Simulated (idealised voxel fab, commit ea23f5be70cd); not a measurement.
process module | voxel ribs on slabs
cross-section cut | 280 nm wide | cells 5 nm
A cross-section is a grid of square cells, given in bands from the top down. A band is one or more rows of cells.
Each band's line starts with the height of the band's top and of its bottom, in nm. Then come its materials from left to right, each with its width in nm. One material with "throughout" fills the band from edge to edge. "air" is empty space.
Height 0 is the level under which the wafer as received is all one material. The lowest band goes on downwards, as in "0 down".
A width such as "30 to 40" changes by the same amount from each row of cells to the next, from the band's top row to its bottom row.
"no change" after a step means that no cell of the cross-section changed.
closed voids: empty space of 8 cells or more with no open way to the top, each as width x height at its distance from the left edge, in nm
after a step's settings: what the simulator itself notes on the step
overlay nm, on a step with a mask: how far to the right of its planned place the mask lay; to the left if negative
plan
1 op RECEIVE | material Si
2 op DIRECTIONAL_DEP | material SiO2 | thk nm 20
3 op DIRECTIONAL_DEP | material SiN | thk nm 15
4 op PATTERN | tone cover | mask id RIB | material resist | width nm 15 | thk nm 15 | overlay nm 0
5 op DIRECTIONAL_ETCH | etch materials SiN | depth nm 5
6 op STRIP | etch materials resist
7 op DIRECTIONAL_DEP | material aC | thk nm 10
8 op PATTERN | tone cover | mask id SLAB | material resist | width nm 65 | thk nm 25 | overlay nm 0
9 op DIRECTIONAL_ETCH | etch materials aC | depth nm 10
10 op STRIP | etch materials resist
11 op DIRECTIONAL_ETCH | etch materials SiN | depth nm 10
12 op STRIP | etch materials aC
13 op FILL_DEP | material SiO2 | thk nm 15
14 op CMP | height nm 45
15 op DIRECTIONAL_DEP | material W | thk nm 5
16 op PATTERN | tone cover | mask id HEATER | material resist | width nm 25 | thk nm 20 | overlay nm 0
17 op DIRECTIONAL_ETCH | etch materials W | depth nm 5
18 op STRIP | etch materials resist
19 op CONFORMAL_DEP | material SiO2 | thk nm 5
as received, after step 1
  0 down: Si throughout
  closed voids: none
first wafer at the end, as planned
  55 to 50: air 120 | SiO2 35 | air 125
  50 to 45: SiO2 125 | W 25 | SiO2 130
  45 to 35: SiO2 throughout
  35 to 30: SiO2 130 | SiN 15 | SiO2 135
  30 to 20: SiO2 105 | SiN 65 | SiO2 110
  20 to 0: SiO2 throughout
  0 down: Si throughout
  closed voids: none
second wafer at the end: like start, like plan, one mistake
  55 to 50: air 120 | SiO2 35 | air 125
  50 to 45: SiO2 125 | W 25 | SiO2 130
  45 to 35: SiO2 throughout
  35 to 30: SiO2 105 | SiN 25 | SiO2 15 | SiN 25 | SiO2 110
  30 to 25: SiO2 105 | SiN 65 | SiO2 110
  25 to 20: SiN throughout
  20 to 0: SiO2 throughout
  0 down: Si throughout
  closed voids: none
what went wrong: step 4 ran as: op PATTERN | tone open | mask id RIB | material resist | width nm 15 | thk nm 15 | overlay nm 0
at the end the second wafer has, in cells: 50 more of SiN | 50 fewer of SiO2
